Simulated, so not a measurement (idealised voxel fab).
Proc. module: voxel air gaps
Xsec cut, 270 nm wide, square cell size 5 nm.
Cross-section format: a grid of square cells, given as bands from top to bottom; each band is one or more rows of cells.
Quick guide to a band line: top height, bottom height (nm) up front; then every material left to right with its width in nm. Only one material and it's marked "all across"? Then it fills the band edge to edge. And "empty" just means empty space.
Heights are expressed relative to 0, this being the level below which the as-received wafer comprises one material exclusively. The lowest band is unbounded in the downward direction and is denoted as in "0 down".
Think of "30->40" as a width that walks from the first number to the second as you go down the band, top row to bottom row, taking equal-sized steps from row to row.
When a step is marked "nothing changed", none of the cells in the cross-section changed during that step.
Any empty space of 8 cells or more lacking an open way to the top shows up in "Closed void list" as width x height at distance, distance from the left edge, in nm.
after a step's settings: what the simulator itself notes on the step
"overlay nm", when on a step's line for a step with a mask, measures how far to the right of its planned place the mask lay; a negative measure means to the left.
Reading key. Pairs: pre-step and post-step cross-section, one process step apart; post-step view only to lowest changed band. Step between + settings: beneath pair. Runs: pairs may be from different runs of this module, same starting wafer. Continuation from pair above: only where "State before" entry says.
State before:
    0 down = Si all across
    Closed void list: none
Structure After Step:
    10 to 0 = SiO2 all across
    Below 0, no change.
    Closed void list: none
In between the cross-sections above, the run called for CONFORMAL_DEP, material SiO2, thk nm 10
State before: look at the pair above, its after cross-section is where this step starts.
Structure After Step:
    15 to 10 = SiCN all across
    Below 10, no change.
    Closed void list: none
In between the cross-sections above, the run called for CONFORMAL_DEP, material SiCN, thk nm 5
State before: look at the pair above, its after cross-section is where this step starts.
Structure After Step:
    55 to 15 = SiO2 all across
    Below 15, no change.
    Closed void list: none
In between the cross-sections above, the run called for DIRECTIONAL_DEP, material SiO2, thk nm 40
State before: look at the pair above, its after cross-section is where this step starts.
Structure After Step:
    70 to 55 = resist 65 nm | empty 25 nm | resist 30 nm | empty 25 nm | resist 30 nm | empty 25 nm | resist 70 nm
    Below 55, no change.
    Closed void list: none
In between the cross-sections above, the run called for PATTERN, tone open, mask id LINES, material resist, width nm 25, pitch nm 55, thk nm 15, overlay nm 0
State before: look at the pair above, its after cross-section is where this step starts.
Structure After Step:
    70 to 55 = resist 65 nm | empty 25 nm | resist 30 nm | empty 25 nm | resist 30 nm | empty 25 nm | resist 70 nm
    55 to 15 = SiO2 65 nm | empty 25 nm | SiO2 30 nm | empty 25 nm | SiO2 30 nm | empty 25 nm | SiO2 70 nm
    Below 15, no change.
    Closed void list: none
In between the cross-sections above, the run called for DIRECTIONAL_ETCH, etch materials SiO2, depth nm 40
State before: look at the pair above, its after cross-section is where this step starts.
Structure After Step:
    55 to 15 = SiO2 65 nm | empty 25 nm | SiO2 30 nm | empty 25 nm | SiO2 30 nm | empty 25 nm | SiO2 70 nm
    Below 15, no change.
    Closed void list: none
In between the cross-sections above, the run called for STRIP, etch materials resist
State before: look at the pair above, its after cross-section is where this step starts.
Structure After Step:
    60 to 55 = TiN 70 nm | empty 15 nm | TiN 40 nm | empty 15 nm | TiN 40 nm | empty 15 nm | TiN 75 nm
    55 to 20 = SiO2 65 nm | TiN 5 nm | empty 15 nm | TiN 5 nm | SiO2 30 nm | TiN 5 nm | empty 15 nm | TiN 5 nm | SiO2 30 nm | TiN 5 nm | empty 15 nm | TiN 5 nm | SiO2 70 nm
    20 to 15 = SiO2 65 nm | TiN 25 nm | SiO2 30 nm | TiN 25 nm | SiO2 30 nm | TiN 25 nm | SiO2 70 nm
    Below 15, no change.
    Closed void list: none
In between the cross-sections above, the run called for CONFORMAL_DEP, material TiN, thk nm 5
State before: look at the pair above, its after cross-section is where this step starts.
Structure After Step:
    65 to 60 = Ru all across
    60 to 55 = TiN 70 nm | Ru 15 nm | TiN 40 nm | Ru 15 nm | TiN 40 nm | Ru 15 nm | TiN 75 nm
    55 to 20 = SiO2 65 nm | TiN 5 nm | Ru 15 nm | TiN 5 nm | SiO2 30 nm | TiN 5 nm | Ru 15 nm | TiN 5 nm | SiO2 30 nm | TiN 5 nm | Ru 15 nm | TiN 5 nm | SiO2 70 nm
    Below 20, no change.
    Closed void list: none
In between the cross-sections above, the run called for FILL_DEP, material Ru, thk nm 5
State before: look at the pair above, its after cross-section is where this step starts.
Structure After Step:
    55 to 20 = SiO2 65 nm | TiN 5 nm | Ru 15 nm | TiN 5 nm | SiO2 30 nm | TiN 5 nm | Ru 15 nm | TiN 5 nm | SiO2 30 nm | TiN 5 nm | Ru 15 nm | TiN 5 nm | SiO2 70 nm
    Below 20, no change.
    Closed void list: none
In between the cross-sections above, the run called for CMP, height nm 55
State before: look at the pair above, its after cross-section is where this step starts.
Structure After Step:
    65 to 55 = empty 55 nm | Ru 45 nm | empty 10 nm | Ru 45 nm | empty 10 nm | Ru 45 nm | empty 60 nm
    Below 55, no change.
    Closed void list: none
In between the cross-sections above, the run called for EPI, material Ru, thk nm 10
State before: look at the pair above, its after cross-section is where this step starts.
Structure After Step:
    65 to 55 = empty 55 nm | Ru 45 nm | empty 10 nm | Ru 45 nm | empty 10 nm | Ru 45 nm | empty 60 nm
    55 to 20 = empty 65 nm | TiN 5 nm | Ru 15 nm | TiN 5 nm | empty 30 nm | TiN 5 nm | Ru 15 nm | TiN 5 nm | empty 30 nm | TiN 5 nm | Ru 15 nm | TiN 5 nm | empty 70 nm
    20 to 15 = empty 65 nm | TiN 25 nm | empty 30 nm | TiN 25 nm | empty 30 nm | TiN 25 nm | empty 70 nm
    Below 15, no change.
    Closed void list: none
In between the cross-sections above, the run called for SELECTIVE_ETCH, etch materials SiO2, depth nm 50
State before: look at the pair above, its after cross-section is where this step starts.
Structure After Step:
    70 to 65 = empty 50 nm | SiCN 165 nm | empty 55 nm
    65 to 55 = empty 50 nm | SiCN 5 nm | Ru 45 nm | SiCN 10 nm | Ru 45 nm | SiCN 10 nm | Ru 45 nm | SiCN 5 nm | empty 55 nm
    55 to 50 = empty 50 nm | SiCN 15 nm | TiN 5 nm | Ru 15 nm | TiN 5 nm | SiCN 30 nm | TiN 5 nm | Ru 15 nm | TiN 5 nm | SiCN 30 nm | TiN 5 nm | Ru 15 nm | TiN 5 nm | SiCN 15 nm | empty 55 nm
    50 to 20 = empty 60 nm | SiCN 5 nm | TiN 5 nm | Ru 15 nm | TiN 5 nm | SiCN 5 nm | empty 20 nm | SiCN 5 nm | TiN 5 nm | Ru 15 nm | TiN 5 nm | SiCN 5 nm | empty 20 nm | SiCN 5 nm | TiN 5 nm | Ru 15 nm | TiN 5 nm | SiCN 5 nm | empty 65 nm
    20 to 15 = SiCN 65 nm | TiN 25 nm | SiCN 30 nm | TiN 25 nm | SiCN 30 nm | TiN 25 nm | SiCN 70 nm
    Below 15, no change.
    Closed void list: 20 x 30 at 95; 20 x 30 at 150
In between the cross-sections above, the run called for CONFORMAL_DEP, material SiCN, thk nm 5
State before:
    10 to 0 = SiO2 all across
    0 down = Si all across
    Closed void list: none
Structure After Step:
    50 to 0 = SiO2 all across
    Below 0, no change.
    Closed void list: none
In between the cross-sections above, the run called for DIRECTIONAL_DEP, material SiO2, thk nm 40
State before: look at the pair above, its after cross-section is where this step starts.
Structure After Step:
    65 to 50 = resist 65 nm | empty 25 nm | resist 30 nm | empty 25 nm | resist 30 nm | empty 25 nm | resist 70 nm
    Below 50, no change.
    Closed void list: none
In between the cross-sections above, the run called for PATTERN, tone open, mask id LINES, material resist, width nm 25, pitch nm 55, thk nm 15, overlay nm 0
State before: look at the pair above, its after cross-section is where this step starts.
Structure After Step:
    65 to 50 = resist 65 nm | empty 25 nm | resist 30 nm | empty 25 nm | resist 30 nm | empty 25 nm | resist 70 nm
    50 to 10 = SiO2 65 nm | empty 25 nm | SiO2 30 nm | empty 25 nm | SiO2 30 nm | empty 25 nm | SiO2 70 nm
    Below 10, no change.
    Closed void list: none
In between the cross-sections above, the run called for DIRECTIONAL_ETCH, etch materials SiO2, depth nm 40
State before: look at the pair above, its after cross-section is where this step starts.
Structure After Step:
    50 to 10 = SiO2 65 nm | empty 25 nm | SiO2 30 nm | empty 25 nm | SiO2 30 nm | empty 25 nm | SiO2 70 nm
    Below 10, no change.
    Closed void list: none
In between the cross-sections above, the run called for STRIP, etch materials resist
State before: look at the pair above, its after cross-section is where this step starts.
Structure After Step:
    55 to 50 = TiN 70 nm | empty 15 nm | TiN 40 nm | empty 15 nm | TiN 40 nm | empty 15 nm | TiN 75 nm
    50 to 15 = SiO2 65 nm | TiN 5 nm | empty 15 nm | TiN 5 nm | SiO2 30 nm | TiN 5 nm | empty 15 nm | TiN 5 nm | SiO2 30 nm | TiN 5 nm | empty 15 nm | TiN 5 nm | SiO2 70 nm
    15 to 10 = SiO2 65 nm | TiN 25 nm | SiO2 30 nm | TiN 25 nm | SiO2 30 nm | TiN 25 nm | SiO2 70 nm
    Below 10, no change.
    Closed void list: none
In between the cross-sections above, the run called for CONFORMAL_DEP, material TiN, thk nm 5
State before: look at the pair above, its after cross-section is where this step starts.
Structure After Step:
    60 to 55 = Ru all across
    55 to 50 = TiN 70 nm | Ru 15 nm | TiN 40 nm | Ru 15 nm | TiN 40 nm | Ru 15 nm | TiN 75 nm
    50 to 15 = SiO2 65 nm | TiN 5 nm | Ru 15 nm | TiN 5 nm | SiO2 30 nm | TiN 5 nm | Ru 15 nm | TiN 5 nm | SiO2 30 nm | TiN 5 nm | Ru 15 nm | TiN 5 nm | SiO2 70 nm
    Below 15, no change.
    Closed void list: none
In between the cross-sections above, the run called for FILL_DEP, material Ru, thk nm 5
State before: look at the pair above, its after cross-section is where this step starts.
Structure After Step:
    55 to 50 = TiN 70 nm | Ru 15 nm | TiN 40 nm | Ru 15 nm | TiN 40 nm | Ru 15 nm | TiN 75 nm
    Below 50, no change.
    Closed void list: none
In between the cross-sections above, the run called for CMP, height nm 55
State before: look at the pair above, its after cross-section is where this step starts.
Structure After Step:
    65 to 55 = Ru all across
    Below 55, no change.
    Closed void list: none
In between the cross-sections above, the run called for EPI, material Ru, thk nm 10
State before: look at the pair above, its after cross-section is where this step starts.
Structure After Step:
    70 to 65 = SiCN all across
    Below 65, no change.
    Closed void list: none
In between the cross-sections above, the run called for CONFORMAL_DEP, material SiCN, thk nm 5
State before:
    65 to 55 = empty 55 nm | Ru 45 nm | empty 10 nm | Ru 45 nm | empty 10 nm | Ru 45 nm | empty 60 nm
    55 to 20 = SiO2 65 nm | TiN 5 nm | Ru 15 nm | TiN 5 nm | SiO2 30 nm | TiN 5 nm | Ru 15 nm | TiN 5 nm | SiO2 30 nm | TiN 5 nm | Ru 15 nm | TiN 5 nm | SiO2 70 nm
    20 to 15 = SiO2 65 nm | TiN 25 nm | SiO2 30 nm | TiN 25 nm | SiO2 30 nm | TiN 25 nm | SiO2 70 nm
    15 to 10 = SiCN all across
    10 to 0 = SiO2 all across
    0 down = Si all across
    Closed void list: none
Structure After Step:
    75 to 55 = empty 45 nm | Ru 175 nm | empty 50 nm
    Below 55, no change.
    Closed void list: none
In between the cross-sections above, the run called for EPI, material Ru, thk nm 10
State before: look at the pair above, its after cross-section is where this step starts.
Structure After Step:
    75 to 55 = empty 45 nm | Ru 175 nm | empty 50 nm
    55 to 20 = empty 65 nm | TiN 5 nm | Ru 15 nm | TiN 5 nm | SiO2 30 nm | TiN 5 nm | Ru 15 nm | TiN 5 nm | SiO2 30 nm | TiN 5 nm | Ru 15 nm | TiN 5 nm | empty 70 nm
    20 to 15 = empty 65 nm | TiN 25 nm | SiO2 30 nm | TiN 25 nm | SiO2 30 nm | TiN 25 nm | empty 70 nm
    Below 15, no change.
    Closed void list: none
In between the cross-sections above, the run called for SELECTIVE_ETCH, etch materials SiO2, depth nm 50
State before: look at the pair above, its after cross-section is where this step starts.
Structure After Step:
    80 to 75 = empty 40 nm | SiCN 185 nm | empty 45 nm
    75 to 55 = empty 40 nm | SiCN 5 nm | Ru 175 nm | SiCN 5 nm | empty 45 nm
    55 to 50 = empty 40 nm | SiCN 25 nm | TiN 5 nm | Ru 15 nm | TiN 5 nm | SiO2 30 nm | TiN 5 nm | Ru 15 nm | TiN 5 nm | SiO2 30 nm | TiN 5 nm | Ru 15 nm | TiN 5 nm | SiCN 25 nm | empty 45 nm
    50 to 20 = empty 60 nm | SiCN 5 nm | TiN 5 nm | Ru 15 nm | TiN 5 nm | SiO2 30 nm | TiN 5 nm | Ru 15 nm | TiN 5 nm | SiO2 30 nm | TiN 5 nm | Ru 15 nm | TiN 5 nm | SiCN 5 nm | empty 65 nm
    20 to 15 = SiCN 65 nm | TiN 25 nm | SiO2 30 nm | TiN 25 nm | SiO2 30 nm | TiN 25 nm | SiCN 70 nm
    Below 15, no change.
    Closed void list: none
In between the cross-sections above, the run called for CONFORMAL_DEP, material SiCN, thk nm 5
State before:
    55 to 20 = SiO2 65 nm | TiN 5 nm | Ru 15 nm | TiN 5 nm | SiO2 30 nm | TiN 5 nm | Ru 15 nm | TiN 5 nm | SiO2 30 nm | TiN 5 nm | Ru 15 nm | TiN 5 nm | SiO2 70 nm
    20 to 15 = SiO2 65 nm | TiN 25 nm | SiO2 30 nm | TiN 25 nm | SiO2 30 nm | TiN 25 nm | SiO2 70 nm
    15 to 10 = SiCN all across
    10 to 0 = SiO2 all across
    0 down = Si all across
    Closed void list: none
Structure After Step:
    55 to 20 = empty 65 nm | TiN 5 nm | Ru 15 nm | TiN 5 nm | empty 30 nm | TiN 5 nm | Ru 15 nm | TiN 5 nm | empty 30 nm | TiN 5 nm | Ru 15 nm | TiN 5 nm | empty 70 nm
    20 to 15 = empty 65 nm | TiN 25 nm | empty 30 nm | TiN 25 nm | empty 30 nm | TiN 25 nm | empty 70 nm
    Below 15, no change.
    Closed void list: none
In between the cross-sections above, the run called for SELECTIVE_ETCH, etch materials SiO2, depth nm 50
State before: look at the pair above, its after cross-section is where this step starts.
Structure After Step:
    65 to 55 = empty 55 nm | Ru 45 nm | empty 10 nm | Ru 45 nm | empty 10 nm | Ru 45 nm | empty 60 nm
    55 to 20 = empty 55 nm | Ru 10 nm | TiN 5 nm | Ru 15 nm | TiN 5 nm | Ru 10 nm | empty 10 nm | Ru 10 nm | TiN 5 nm | Ru 15 nm | TiN 5 nm | Ru 10 nm | empty 10 nm | Ru 10 nm | TiN 5 nm | Ru 15 nm | TiN 5 nm | Ru 10 nm | empty 60 nm
    20 to 15 = empty 55 nm | Ru 10 nm | TiN 25 nm | Ru 10 nm | empty 10 nm | Ru 10 nm | TiN 25 nm | Ru 10 nm | empty 10 nm | Ru 10 nm | TiN 25 nm | Ru 10 nm | empty 60 nm
    Below 15, no change.
    Closed void list: none
In between the cross-sections above, the run called for EPI, material Ru, thk nm 10
State before: look at the pair above, its after cross-section is where this step starts.
Structure After Step:
    70 to 65 = empty 50 nm | SiCN 165 nm | empty 55 nm
    65 to 55 = empty 50 nm | SiCN 5 nm | Ru 45 nm | SiCN 10 nm | Ru 45 nm | SiCN 10 nm | Ru 45 nm | SiCN 5 nm | empty 55 nm
    55 to 20 = empty 50 nm | SiCN 5 nm | Ru 10 nm | TiN 5 nm | Ru 15 nm | TiN 5 nm | Ru 10 nm | SiCN 10 nm | Ru 10 nm | TiN 5 nm | Ru 15 nm | TiN 5 nm | Ru 10 nm | SiCN 10 nm | Ru 10 nm | TiN 5 nm | Ru 15 nm | TiN 5 nm | Ru 10 nm | SiCN 5 nm | empty 55 nm
    20 to 15 = SiCN 55 nm | Ru 10 nm | TiN 25 nm | Ru 10 nm | SiCN 10 nm | Ru 10 nm | TiN 25 nm | Ru 10 nm | SiCN 10 nm | Ru 10 nm | TiN 25 nm | Ru 10 nm | SiCN 60 nm
    Below 15, no change.
    Closed void list: none
In between the cross-sections above, the run called for CONFORMAL_DEP, material SiCN, thk nm 5
State before:
    65 to 60 = Ru all across
    60 to 55 = TiN 70 nm | Ru 15 nm | TiN 40 nm | Ru 15 nm | TiN 40 nm | Ru 15 nm | TiN 75 nm
    55 to 20 = SiO2 65 nm | TiN 5 nm | Ru 15 nm | TiN 5 nm | SiO2 30 nm | TiN 5 nm | Ru 15 nm | TiN 5 nm | SiO2 30 nm | TiN 5 nm | Ru 15 nm | TiN 5 nm | SiO2 70 nm
    20 to 15 = SiO2 65 nm | TiN 25 nm | SiO2 30 nm | TiN 25 nm | SiO2 30 nm | TiN 25 nm | SiO2 70 nm
    15 to 10 = SiCN all across
    10 to 0 = SiO2 all across
    0 down = Si all across
    Closed void list: none
Structure After Step:
    45 to 20 = SiO2 65 nm | TiN 5 nm | Ru 15 nm | TiN 5 nm | SiO2 30 nm | TiN 5 nm | Ru 15 nm | TiN 5 nm | SiO2 30 nm | TiN 5 nm | Ru 15 nm | TiN 5 nm | SiO2 70 nm
    Below 20, no change.
    Closed void list: none
In between the cross-sections above, the run called for CMP, height nm 45
State before: look at the pair above, its after cross-section is where this step starts.
Structure After Step:
    55 to 45 = empty 55 nm | Ru 45 nm | empty 10 nm | Ru 45 nm | empty 10 nm | Ru 45 nm | empty 60 nm
    Below 45, no change.
    Closed void list: none
In between the cross-sections above, the run called for EPI, material Ru, thk nm 10
State before: look at the pair above, its after cross-section is where this step starts.
Structure After Step:
    55 to 45 = empty 55 nm | Ru 45 nm | empty 10 nm | Ru 45 nm | empty 10 nm | Ru 45 nm | empty 60 nm
    45 to 20 = empty 65 nm | TiN 5 nm | Ru 15 nm | TiN 5 nm | empty 30 nm | TiN 5 nm | Ru 15 nm | TiN 5 nm | empty 30 nm | TiN 5 nm | Ru 15 nm | TiN 5 nm | empty 70 nm
    20 to 15 = empty 65 nm | TiN 25 nm | empty 30 nm | TiN 25 nm | empty 30 nm | TiN 25 nm | empty 70 nm
    Below 15, no change.
    Closed void list: none
In between the cross-sections above, the run called for SELECTIVE_ETCH, etch materials SiO2, depth nm 50
State before: look at the pair above, its after cross-section is where this step starts.
Structure After Step:
    60 to 55 = empty 50 nm | SiCN 165 nm | empty 55 nm
    55 to 45 = empty 50 nm | SiCN 5 nm | Ru 45 nm | SiCN 10 nm | Ru 45 nm | SiCN 10 nm | Ru 45 nm | SiCN 5 nm | empty 55 nm
    45 to 40 = empty 50 nm | SiCN 15 nm | TiN 5 nm | Ru 15 nm | TiN 5 nm | SiCN 30 nm | TiN 5 nm | Ru 15 nm | TiN 5 nm | SiCN 30 nm | TiN 5 nm | Ru 15 nm | TiN 5 nm | SiCN 15 nm | empty 55 nm
    40 to 20 = empty 60 nm | SiCN 5 nm | TiN 5 nm | Ru 15 nm | TiN 5 nm | SiCN 5 nm | empty 20 nm | SiCN 5 nm | TiN 5 nm | Ru 15 nm | TiN 5 nm | SiCN 5 nm | empty 20 nm | SiCN 5 nm | TiN 5 nm | Ru 15 nm | TiN 5 nm | SiCN 5 nm | empty 65 nm
    20 to 15 = SiCN 65 nm | TiN 25 nm | SiCN 30 nm | TiN 25 nm | SiCN 30 nm | TiN 25 nm | SiCN 70 nm
    Below 15, no change.
    Closed void list: 20 x 20 at 95; 20 x 20 at 150
In between the cross-sections above, the run called for CONFORMAL_DEP, material SiCN, thk nm 5
State before:
    55 to 15 = SiO2 all across
    15 to 10 = SiCN all across
    10 to 0 = SiO2 all across
    0 down = Si all across
    Closed void list: none
Structure After Step:
    70 to 55 = resist 65 nm | empty 30 nm | resist 25 nm | empty 30 nm | resist 25 nm | empty 30 nm | resist 65 nm
    Below 55, no change.
    Closed void list: none
In between the cross-sections above, the run called for PATTERN, tone open, mask id LINES, material resist, width nm 30, pitch nm 55, thk nm 15, overlay nm 0
State before: look at the pair above, its after cross-section is where this step starts.
Structure After Step:
    70 to 55 = resist 65 nm | empty 30 nm | resist 25 nm | empty 30 nm | resist 25 nm | empty 30 nm | resist 65 nm
    55 to 15 = SiO2 65 nm | empty 30 nm | SiO2 25 nm | empty 30 nm | SiO2 25 nm | empty 30 nm | SiO2 65 nm
    Below 15, no change.
    Closed void list: none
In between the cross-sections above, the run called for DIRECTIONAL_ETCH, etch materials SiO2, depth nm 40
State before: look at the pair above, its after cross-section is where this step starts.
Structure After Step:
    55 to 15 = SiO2 65 nm | empty 30 nm | SiO2 25 nm | empty 30 nm | SiO2 25 nm | empty 30 nm | SiO2 65 nm
    Below 15, no change.
    Closed void list: none
In between the cross-sections above, the run called for STRIP, etch materials resist
State before: look at the pair above, its after cross-section is where this step starts.
Structure After Step:
    60 to 55 = TiN 70 nm | empty 20 nm | TiN 35 nm | empty 20 nm | TiN 35 nm | empty 20 nm | TiN 70 nm
    55 to 20 = SiO2 65 nm | TiN 5 nm | empty 20 nm | TiN 5 nm | SiO2 25 nm | TiN 5 nm | empty 20 nm | TiN 5 nm | SiO2 25 nm | TiN 5 nm | empty 20 nm | TiN 5 nm | SiO2 65 nm
    20 to 15 = SiO2 65 nm | TiN 30 nm | SiO2 25 nm | TiN 30 nm | SiO2 25 nm | TiN 30 nm | SiO2 65 nm
    Below 15, no change.
    Closed void list: none
In between the cross-sections above, the run called for CONFORMAL_DEP, material TiN, thk nm 5
State before: look at the pair above, its after cross-section is where this step starts.
Structure After Step:
    65 to 60 = Ru all across
    60 to 55 = TiN 70 nm | Ru 20 nm | TiN 35 nm | Ru 20 nm | TiN 35 nm | Ru 20 nm | TiN 70 nm
    55 to 20 = SiO2 65 nm | TiN 5 nm | Ru 20 nm | TiN 5 nm | SiO2 25 nm | TiN 5 nm | Ru 20 nm | TiN 5 nm | SiO2 25 nm | TiN 5 nm | Ru 20 nm | TiN 5 nm | SiO2 65 nm
    Below 20, no change.
    Closed void list: none
In between the cross-sections above, the run called for FILL_DEP, material Ru, thk nm 5
State before: look at the pair above, its after cross-section is where this step starts.
Structure After Step:
    55 to 20 = SiO2 65 nm | TiN 5 nm | Ru 20 nm | TiN 5 nm | SiO2 25 nm | TiN 5 nm | Ru 20 nm | TiN 5 nm | SiO2 25 nm | TiN 5 nm | Ru 20 nm | TiN 5 nm | SiO2 65 nm
    Below 20, no change.
    Closed void list: none
In between the cross-sections above, the run called for CMP, height nm 55
State before: look at the pair above, its after cross-section is where this step starts.
Structure After Step:
    65 to 55 = empty 55 nm | Ru 50 nm | empty 5 nm | Ru 50 nm | empty 5 nm | Ru 50 nm | empty 55 nm
    Below 55, no change.
    Closed void list: none
In between the cross-sections above, the run called for EPI, material Ru, thk nm 10
State before: look at the pair above, its after cross-section is where this step starts.
Structure After Step:
    65 to 55 = empty 55 nm | Ru 50 nm | empty 5 nm | Ru 50 nm | empty 5 nm | Ru 50 nm | empty 55 nm
    55 to 20 = empty 65 nm | TiN 5 nm | Ru 20 nm | TiN 5 nm | empty 25 nm | TiN 5 nm | Ru 20 nm | TiN 5 nm | empty 25 nm | TiN 5 nm | Ru 20 nm | TiN 5 nm | empty 65 nm
    20 to 15 = empty 65 nm | TiN 30 nm | empty 25 nm | TiN 30 nm | empty 25 nm | TiN 30 nm | empty 65 nm
    Below 15, no change.
    Closed void list: none
In between the cross-sections above, the run called for SELECTIVE_ETCH, etch materials SiO2, depth nm 50
State before: look at the pair above, its after cross-section is where this step starts.
Structure After Step:
    70 to 65 = empty 50 nm | SiCN 170 nm | empty 50 nm
    65 to 55 = empty 50 nm | SiCN 5 nm | Ru 50 nm | SiCN 5 nm | Ru 50 nm | SiCN 5 nm | Ru 50 nm | SiCN 5 nm | empty 50 nm
    55 to 50 = empty 50 nm | SiCN 15 nm | TiN 5 nm | Ru 20 nm | TiN 5 nm | SiCN 25 nm | TiN 5 nm | Ru 20 nm | TiN 5 nm | SiCN 25 nm | TiN 5 nm | Ru 20 nm | TiN 5 nm | SiCN 15 nm | empty 50 nm
    50 to 20 = empty 60 nm | SiCN 5 nm | TiN 5 nm | Ru 20 nm | TiN 5 nm | SiCN 5 nm | empty 15 nm | SiCN 5 nm | TiN 5 nm | Ru 20 nm | TiN 5 nm | SiCN 5 nm | empty 15 nm | SiCN 5 nm | TiN 5 nm | Ru 20 nm | TiN 5 nm | SiCN 5 nm | empty 60 nm
    20 to 15 = SiCN 65 nm | TiN 30 nm | SiCN 25 nm | TiN 30 nm | SiCN 25 nm | TiN 30 nm | SiCN 65 nm
    Below 15, no change.
    Closed void list: 15 x 30 at 100; 15 x 30 at 155
In between the cross-sections above, the run called for CONFORMAL_DEP, material SiCN, thk nm 5
State before:
    55 to 15 = SiO2 all across
    15 to 10 = SiCN all across
    10 to 0 = SiO2 all across
    0 down = Si all across
    Closed void list: none
Structure After Step:
    70 to 55 = resist 55 nm | empty 25 nm | resist 30 nm | empty 25 nm | resist 30 nm | empty 25 nm | resist 80 nm
    Below 55, no change.
    Closed void list: none
In between the cross-sections above, the run called for PATTERN, tone open, mask id LINES, material resist, width nm 25, pitch nm 55, thk nm 15, overlay nm -10
State before: look at the pair above, its after cross-section is where this step starts.
Structure After Step:
    70 to 55 = resist 55 nm | empty 25 nm | resist 30 nm | empty 25 nm | resist 30 nm | empty 25 nm | resist 80 nm
    55 to 15 = SiO2 55 nm | empty 25 nm | SiO2 30 nm | empty 25 nm | SiO2 30 nm | empty 25 nm | SiO2 80 nm
    Below 15, no change.
    Closed void list: none
In between the cross-sections above, the run called for DIRECTIONAL_ETCH, etch materials SiO2, depth nm 40
State before: look at the pair above, its after cross-section is where this step starts.
Structure After Step:
    55 to 15 = SiO2 55 nm | empty 25 nm | SiO2 30 nm | empty 25 nm | SiO2 30 nm | empty 25 nm | SiO2 80 nm
    Below 15, no change.
    Closed void list: none
In between the cross-sections above, the run called for STRIP, etch materials resist
State before: look at the pair above, its after cross-section is where this step starts.
Structure After Step:
    60 to 55 = TiN 60 nm | empty 15 nm | TiN 40 nm | empty 15 nm | TiN 40 nm | empty 15 nm | TiN 85 nm
    55 to 20 = SiO2 55 nm | TiN 5 nm | empty 15 nm | TiN 5 nm | SiO2 30 nm | TiN 5 nm | empty 15 nm | TiN 5 nm | SiO2 30 nm | TiN 5 nm | empty 15 nm | TiN 5 nm | SiO2 80 nm
    20 to 15 = SiO2 55 nm | TiN 25 nm | SiO2 30 nm | TiN 25 nm | SiO2 30 nm | TiN 25 nm | SiO2 80 nm
    Below 15, no change.
    Closed void list: none
In between the cross-sections above, the run called for CONFORMAL_DEP, material TiN, thk nm 5
State before: look at the pair above, its after cross-section is where this step starts.
Structure After Step:
    65 to 60 = Ru all across
    60 to 55 = TiN 60 nm | Ru 15 nm | TiN 40 nm | Ru 15 nm | TiN 40 nm | Ru 15 nm | TiN 85 nm
    55 to 20 = SiO2 55 nm | TiN 5 nm | Ru 15 nm | TiN 5 nm | SiO2 30 nm | TiN 5 nm | Ru 15 nm | TiN 5 nm | SiO2 30 nm | TiN 5 nm | Ru 15 nm | TiN 5 nm | SiO2 80 nm
    Below 20, no change.
    Closed void list: none
In between the cross-sections above, the run called for FILL_DEP, material Ru, thk nm 5
State before: look at the pair above, its after cross-section is where this step starts.
Structure After Step:
    55 to 20 = SiO2 55 nm | TiN 5 nm | Ru 15 nm | TiN 5 nm | SiO2 30 nm | TiN 5 nm | Ru 15 nm | TiN 5 nm | SiO2 30 nm | TiN 5 nm | Ru 15 nm | TiN 5 nm | SiO2 80 nm
    Below 20, no change.
    Closed void list: none
In between the cross-sections above, the run called for CMP, height nm 55
State before: look at the pair above, its after cross-section is where this step starts.
Structure After Step:
    65 to 55 = empty 45 nm | Ru 45 nm | empty 10 nm | Ru 45 nm | empty 10 nm | Ru 45 nm | empty 70 nm
    Below 55, no change.
    Closed void list: none
In between the cross-sections above, the run called for EPI, material Ru, thk nm 10
State before: look at the pair above, its after cross-section is where this step starts.
Structure After Step:
    65 to 55 = empty 45 nm | Ru 45 nm | empty 10 nm | Ru 45 nm | empty 10 nm | Ru 45 nm | empty 70 nm
    55 to 20 = empty 55 nm | TiN 5 nm | Ru 15 nm | TiN 5 nm | empty 30 nm | TiN 5 nm | Ru 15 nm | TiN 5 nm | empty 30 nm | TiN 5 nm | Ru 15 nm | TiN 5 nm | empty 80 nm
    20 to 15 = empty 55 nm | TiN 25 nm | empty 30 nm | TiN 25 nm | empty 30 nm | TiN 25 nm | empty 80 nm
    Below 15, no change.
    Closed void list: none
In between the cross-sections above, the run called for SELECTIVE_ETCH, etch materials SiO2, depth nm 50
State before: look at the pair above, its after cross-section is where this step starts.
Structure After Step:
    70 to 65 = empty 40 nm | SiCN 165 nm | empty 65 nm
    65 to 55 = empty 40 nm | SiCN 5 nm | Ru 45 nm | SiCN 10 nm | Ru 45 nm | SiCN 10 nm | Ru 45 nm | SiCN 5 nm | empty 65 nm
    55 to 50 = empty 40 nm | SiCN 15 nm | TiN 5 nm | Ru 15 nm | TiN 5 nm | SiCN 30 nm | TiN 5 nm | Ru 15 nm | TiN 5 nm | SiCN 30 nm | TiN 5 nm | Ru 15 nm | TiN 5 nm | SiCN 15 nm | empty 65 nm
    50 to 20 = empty 50 nm | SiCN 5 nm | TiN 5 nm | Ru 15 nm | TiN 5 nm | SiCN 5 nm | empty 20 nm | SiCN 5 nm | TiN 5 nm | Ru 15 nm | TiN 5 nm | SiCN 5 nm | empty 20 nm | SiCN 5 nm | TiN 5 nm | Ru 15 nm | TiN 5 nm | SiCN 5 nm | empty 75 nm
    20 to 15 = SiCN 55 nm | TiN 25 nm | SiCN 30 nm | TiN 25 nm | SiCN 30 nm | TiN 25 nm | SiCN 80 nm
    Below 15, no change.
    Closed void list: 20 x 30 at 85; 20 x 30 at 140
In between the cross-sections above, the run called for CONFORMAL_DEP, material SiCN, thk nm 5
